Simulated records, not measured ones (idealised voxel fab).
The following process module bears the name voxel ribs on slabs.
235 nm wide, 5 nm square cells: that's cross-section cut.
A cross-section in this document is a grid of square cells, and it is written down as bands, the top band listed before the ones below it; a band is made up of one or more rows of cells.
Each band's line starts with the height of the band's top and of its bottom, in nm. Then come its materials from left to right, each with its width in nm. One material with "edge to edge" fills the band from edge to edge. "empty" is empty space.
Height datum 0, below which the as-received substrate wafer is one material. Lowest band open at the bottom, running downward: "0 down".
You'd read "30..40" like this: the band's top row of cells is as wide as the first number, its bottom row is as wide as the second, and going down, every row changes width by the same amount as the row before did.
When a step is marked "same as before", none of the cells in the cross-section changed during that step.
For the entry "Closed void listing", the listed items are empty spaces with no open way to the top whose size is 8 cells or more; each item follows the pattern width x height at distance, where distance is from the left edge and all three are in nm.
If you see something after the settings on a step's line, that's the simulator's own remark about that step.
You can add "overlay nm" to a step's line. For a step with a mask, it describes how far the mask lay to the right of its planned position, and a negative number describes a lay to the left.

[Process steps foreseen in the plan]
- 1: RECEIVE | material Si
- 2: DIRECTIONAL_DEP | material SiO2 | thk nm 20
- 3: DIRECTIONAL_DEP | material polySi | thk nm 15
- 4: DIRECTIONAL_DEP | material aC | thk nm 15
- 5: PATTERN | tone cover | mask id RIB | material resist | width nm 30 | thk nm 30 | overlay nm 0
- 6: DIRECTIONAL_ETCH | etch materials aC | depth nm 15
- 7: STRIP | etch materials resist
- 8: DIRECTIONAL_ETCH | etch materials polySi | depth nm 5
- 9: STRIP | etch materials aC
- 10: MASKED_ETCH | tone cover | mask id SLAB | width nm 80 | etch materials polySi | depth nm 10 | overlay nm 0
- 11: FILL_DEP | material SiO2 | thk nm 30
- 12: CMP | height nm 55
- 13: DIRECTIONAL_DEP | material W | thk nm 5
- 14: DIRECTIONAL_DEP | material aC | thk nm 15
- 15: PATTERN | tone cover | mask id HEATER | material resist | width nm 40 | thk nm 30 | overlay nm 0
- 16: DIRECTIONAL_ETCH | etch materials aC | depth nm 15
- 17: STRIP | etch materials resist
- 18: DIRECTIONAL_ETCH | etch materials W | depth nm 5
- 19: STRIP | etch materials aC
- 20: CONFORMAL_DEP | material SiO2 | thk nm 5

[As-received state of the wafer in cross-section, equivalent to post-step 1]
- 0 down = Si edge to edge
- Closed void listing: none

[First of two wafers at the end of the module, shown in cross-section; run carried out as planned]
- 65 to 60 = empty (90) / SiO2 (50) / empty (95)
- 60 to 55 = SiO2 (95) / W (40) / SiO2 (100)
- 55 to 35 = SiO2 edge to edge
- 35 to 30 = SiO2 (100) / polySi (30) / SiO2 (105)
- 30 to 20 = SiO2 (75) / polySi (80) / SiO2 (80)
- 20 to 0 = SiO2 edge to edge
- 0 down = Si edge to edge
- Closed void listing: none

[Cross-section, wafer two of two, end of module: same start and plan as wafer one, one error in execution]
- 65 to 60 = empty (90) / SiO2 (50) / empty (95)
- 60 to 55 = SiO2 (95) / W (40) / SiO2 (100)
- 55 to 30 = SiO2 edge to edge
- 30 to 25 = polySi (75) / SiO2 (80) / polySi (80)
- 25 to 20 = polySi (75) / SiO2 (25) / polySi (30) / SiO2 (25) / polySi (80)
- 20 to 0 = SiO2 edge to edge
- 0 down = Si edge to edge
- Closed void listing: none
In executing the process, a mistake was made relative to the plan: step 10 changed vs plan, executed as MASKED_ETCH | tone open | mask id SLAB | width nm 80 | etch materials polySi | depth nm 10 | overlay nm 0
The final cell counts differ between the wafers, with the second having more or fewer of some materials than the first: SiO2: 30 fewer, polySi: 30 more
